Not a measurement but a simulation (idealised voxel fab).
Presented below is a process module, voxel transistor to metal.
Cross-sectional view cut (width: 170 nm; square cell size: 5 nm).
Bands, listed from the top down, are how a cross-section gets written in this document; the cross-section itself is a grid of square cells, and a band is one or more rows of them.
Basically the band line says how high the top is and how high the bottom is, in nm, and then what's in it from left to right, every material with its width in nm. Empty space shows up as "empty", and if a single material carries "full width" it runs the full band edge to edge.
All heights in this document are referenced to 0, defined as the level beneath which the wafer, as received, consists entirely of one material. The lowest band is not bounded below; it extends indefinitely downward and is written in the form "0 -> down".
Top row gets the first number, bottom row gets the second, and each row in between changes by the same step: that is how a band width like "30 to 40" works.
For the purposes of this document, the phrase "nothing changed" attached to a step denotes that no cell within the cross-section was modified by that step.
The list in "Unvented cavities" covers empty spaces of 8 cells or more that cannot reach the top through any open way, and it gives each as width x height at distance; the distance is from the left edge, and width, height and distance are in nm.
Heads up: the bit after the settings on a step's line is the simulator's remark on that step.
The line of a step may include "overlay nm". On a step with a mask, this value is how far to the right of its planned place the mask lay. A negative value means the mask lay to the left.

## The steps planned for the process are as follows
- 1: RECEIVE, material Si
- 2: CONFORMAL_DEP, material SiO2, thk nm 5
- 3: CONFORMAL_DEP, material SiN, thk nm 15
- 4: DIRECTIONAL_DEP, material aC, thk nm 15
- 5: PATTERN, tone cover, mask id ACTIVE, material resist, width nm 125, thk nm 30, overlay nm 0
- 6: DIRECTIONAL_ETCH, etch materials aC, depth nm 15
- 7: STRIP, etch materials resist
- 8: DIRECTIONAL_ETCH, etch materials SiN, depth nm 15
- 9: DIRECTIONAL_ETCH, etch materials SiO2, depth nm 5
- 10: DIRECTIONAL_ETCH, etch materials Si, depth nm 30
- 11: STRIP, etch materials aC
- 12: FILL_DEP, material SiO2, thk nm 5
- 13: CMP, height nm 20
- 14: SELECTIVE_ETCH, etch materials SiO2, depth nm 10
- 15: STRIP, etch materials SiN
- 16: SELECTIVE_ETCH, etch materials SiO2, depth nm 5
- 17: OXIDIZE, depth nm 5
- 18: DIRECTIONAL_DEP, material polySi, thk nm 30
- 19: DIRECTIONAL_DEP, material SiCN, thk nm 10
- 20: PATTERN, tone cover, mask id GATE, material resist, width nm 25, thk nm 20, overlay nm 0
- 21: DIRECTIONAL_ETCH, etch materials SiCN, depth nm 20
- 22: DIRECTIONAL_ETCH, etch materials polySi, depth nm 40
- 23: STRIP, etch materials resist
- 24: CONFORMAL_DEP, material SiO2, thk nm 5
- 25: DIRECTIONAL_ETCH, etch materials SiO2, depth nm 5
- 26: CONFORMAL_DEP, material SiN, thk nm 5
- 27: DIRECTIONAL_ETCH, etch materials SiN, depth nm 5
- 28: DIRECTIONAL_ETCH, etch materials SiO2, depth nm 5
- 29: DIRECTIONAL_ETCH, etch materials Si, depth nm 15
- 30: EPI, material SiGe, thk nm 20
- 31: FILL_DEP, material SiO2, thk nm 5
- 32: CMP, height nm 30
- 33: STRIP, etch materials polySi
- 34: SELECTIVE_ETCH, etch materials SiO2, depth nm 5
- 35: CONFORMAL_DEP, material HfO2, thk nm 5
- 36: CONFORMAL_DEP, material TiN, thk nm 5
- 37: FILL_DEP, material W, thk nm 5
- 38: CMP, height nm 25
- 39: DIRECTIONAL_DEP, material SiO2, thk nm 10
- 40: PATTERN, tone open, mask id CONTACT, material resist, width nm 20, pitch nm 85, thk nm 20, overlay nm 0
- 41: DIRECTIONAL_ETCH, etch materials SiO2, depth nm 20
- 42: STRIP, etch materials resist
- 43: CONFORMAL_DEP, material TiN, thk nm 5
- 44: FILL_DEP, material W, thk nm 10
- 45: CMP, height nm 35
- 46: CONFORMAL_DEP, material SiCN, thk nm 5
- 47: DIRECTIONAL_DEP, material lowk, thk nm 15
- 48: DIRECTIONAL_DEP, material aC, thk nm 10
- 49: PATTERN, tone open, mask id METAL_1, material resist, width nm 20, pitch nm 85, thk nm 30, overlay nm 0
- 50: DIRECTIONAL_ETCH, etch materials aC, depth nm 10
- 51: STRIP, etch materials resist
- 52: DIRECTIONAL_ETCH, etch materials lowk, depth nm 15
- 53: DIRECTIONAL_ETCH, etch materials SiCN, depth nm 5
- 54: STRIP, etch materials aC
- 55: CONFORMAL_DEP, material TiN, thk nm 5
- 56: FILL_DEP, material Cu, thk nm 5
- 57: CMP, height nm 55
- 58: EPI, material Ru, thk nm 5
- 59: FILL_DEP, material SiCN, thk nm 5
- 60: DIRECTIONAL_DEP, material SiO2, thk nm 25
- 61: DIRECTIONAL_DEP, material aC, thk nm 10
- 62: PATTERN, tone open, mask id METAL_2_HOLES, material resist, width nm 15, pitch nm 85, thk nm 30, overlay nm 0
- 63: DIRECTIONAL_ETCH, etch materials aC, depth nm 10
- 64: STRIP, etch materials resist
- 65: DIRECTIONAL_ETCH, etch materials SiO2, depth nm 25
- 66: STRIP, etch materials aC
- 67: PATTERN, tone open, mask id METAL_2, material resist, width nm 20, pitch nm 85, thk nm 15, overlay nm 0
- 68: DIRECTIONAL_ETCH, etch materials SiO2, depth nm 15
- 69: DIRECTIONAL_ETCH, etch materials SiCN, depth nm 5
- 70: STRIP, etch materials resist
- 71: CONFORMAL_DEP, material TiN, thk nm 5
- 72: FILL_DEP, material Cu, thk nm 10
- 73: CMP, height nm 90
- 74: CONFORMAL_DEP, material SiN, thk nm 5

## The cross-section here shows the wafer as received, i.e. in its state after step 1
    0 -> down  Si full width
    Unvented cavities: none

## One mistake in running the module, otherwise start and plan as above: cross-section at the end
    95 -> 90  SiN full width
    90 -> 80  SiO2: 30, TiN: 5, Cu: 10, TiN: 5, SiO2: 65, TiN: 5, Cu: 10, TiN: 5, SiO2: 35
    80 -> 75  SiO2: 30, TiN: 5, Cu: 5, TiN: 10, SiO2: 65, TiN: 5, Cu: 5, TiN: 10, SiO2: 35
    75 -> 65  SiO2: 30, TiN: 5, Cu: 5, TiN: 5, SiO2: 70, TiN: 5, Cu: 5, TiN: 5, SiO2: 40
    65 -> 60  SiCN: 30, TiN: 15, SiCN: 70, TiN: 15, SiCN: 40
    60 -> 55  SiCN: 25, Ru: 30, SiCN: 55, Ru: 30, SiCN: 30
    55 -> 40  lowk: 30, TiN: 5, Cu: 10, TiN: 5, lowk: 65, TiN: 5, Cu: 10, TiN: 5, lowk: 35
    40 -> 35  SiCN: 30, TiN: 20, SiCN: 65, TiN: 20, SiCN: 35
    35 -> 25  SiO2: 30, TiN: 5, W: 10, TiN: 5, SiO2: 65, TiN: 5, W: 10, TiN: 5, SiO2: 35
    25 -> 20  SiO2: 30, TiN: 5, W: 10, TiN: 5, SiO2: 10, SiN: 5, TiN: 5, HfO2: 5, W: 15, HfO2: 5, TiN: 5, SiN: 5, SiO2: 10, TiN: 5, W: 10, TiN: 5, SiO2: 35
    20 -> 15  SiO2: 30, TiN: 20, SiO2: 10, SiN: 5, TiN: 5, HfO2: 5, W: 15, HfO2: 5, TiN: 5, SiN: 5, SiO2: 10, TiN: 20, SiO2: 35
    15 -> 5  SiO2: 15, SiGe: 45, SiN: 5, TiN: 5, HfO2: 5, W: 15, HfO2: 5, TiN: 5, SiN: 5, SiGe: 45, SiO2: 20
    5 -> 0  SiO2: 15, SiGe: 5, SiN: 5, SiGe: 35, SiN: 5, TiN: 5, HfO2: 25, TiN: 5, SiN: 5, SiGe: 35, SiN: 5, SiGe: 5, SiO2: 20
    0 -> -5  SiO2: 25, SiGe: 35, SiO2: 5, TiN: 35, SiO2: 5, SiGe: 35, SiO2: 30
    -5 -> -20  SiO2: 20, Si: 5, SiGe: 35, Si: 45, SiGe: 35, Si: 5, SiO2: 25
    -20 -> -30  SiO2: 20, Si: 125, SiO2: 25
    -30 -> down  Si full width
    Unvented cavities: none
The mistake made against the process plan was this: sequence error: steps 35 and 36 interchanged
